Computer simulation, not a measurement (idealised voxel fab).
Module name: voxel ribs on slabs (process module)
215 nm wide, 5 nm square cells: that's cross-section cut.
For the purposes of this document, a cross-section shall be understood as a grid of square cells, specified as bands listed in top-to-bottom order, each band consisting of one or more rows of cells. The band entry comprises the height of the band's top followed by the height of its bottom, expressed in nm, and subsequently the band's materials from left to right, each stated together with its width in nm. Where a single material is marked with the word "all across", that material fills the band from edge to edge. The word "empty" represents empty space. Height 0 is the level under which the wafer as received is all one material. The lowest band goes on downwards, as in "from 0 down". Top row gets the first number, bottom row gets the second, and each row in between changes by the same step: that is how a band width like "30 to 40" works. When a step is marked "no alterations made", none of the cells in the cross-section changed during that step. Each empty space that has no open way to the top and spans at least 8 cells appears under "Closed void register" as width x height at distance, the distance counted from the left edge, all in nm. Past the settings on a step's line: simulator remark, on that step. For masked steps, "overlay nm" on the step line gives how far right of plan the mask actually lay; a minus sign means it lay to the left.
## The process steps that were planned are listed below
step 1: RECEIVE [material Si]
step 2: DIRECTIONAL_DEP [material SiO2] [thk nm 30]
step 3: DIRECTIONAL_DEP [material polySi] [thk nm 15]
step 4: PATTERN [tone cover] [mask id RIB] [material resist] [width nm 20] [thk nm 15] [overlay nm 0]
step 5: DIRECTIONAL_ETCH [etch materials polySi] [depth nm 10]
step 6: STRIP [etch materials resist]
step 7: DIRECTIONAL_DEP [material aC] [thk nm 10]
step 8: PATTERN [tone cover] [mask id SLAB] [material resist] [width nm 70] [thk nm 30] [overlay nm 0]
step 9: DIRECTIONAL_ETCH [etch materials aC] [depth nm 10]
step 10: STRIP [etch materials resist]
step 11: DIRECTIONAL_ETCH [etch materials polySi] [depth nm 5]
step 12: STRIP [etch materials aC]
step 13: FILL_DEP [material SiO2] [thk nm 20]
step 14: CMP [height nm 55]
step 15: DIRECTIONAL_DEP [material TiN] [thk nm 5]
step 16: DIRECTIONAL_DEP [material aC] [thk nm 10]
step 17: PATTERN [tone cover] [mask id HEATER] [material resist] [width nm 30] [thk nm 30] [overlay nm 0]
step 18: DIRECTIONAL_ETCH [etch materials aC] [depth nm 10]
step 19: STRIP [etch materials resist]
step 20: DIRECTIONAL_ETCH [etch materials TiN] [depth nm 5]
step 21: STRIP [etch materials aC]
step 22: CONFORMAL_DEP [material SiO2] [thk nm 5]
## As-received state of the wafer in cross-section, equivalent to post-step 1
- from 0 down | Si all across
- Closed void register: none
## The cross-section shown corresponds to the wafer at the conclusion of the module. The initial structure and the process plan are those presented above; however, one mistake occurred in executing the plan
- from 65 to 60 | 85 of empty, then 40 of SiO2, then 90 of empty
- from 60 to 55 | 90 of SiO2, then 30 of TiN, then 95 of SiO2
- from 55 to 45 | SiO2 all across
- from 45 to 40 | 70 of SiO2, then 25 of polySi, then 20 of SiO2, then 25 of polySi, then 75 of SiO2
- from 40 to 35 | 95 of polySi, then 20 of SiO2, then 100 of polySi
- from 35 to 30 | polySi all across
- from 30 to 0 | SiO2 all across
- from 0 down | Si all across
- Closed void register: none
So what did we get wrong on this run? step 4 was not run as planned; what actually ran was PATTERN [tone open] [mask id RIB] [material resist] [width nm 20] [thk nm 15] [overlay nm 0]
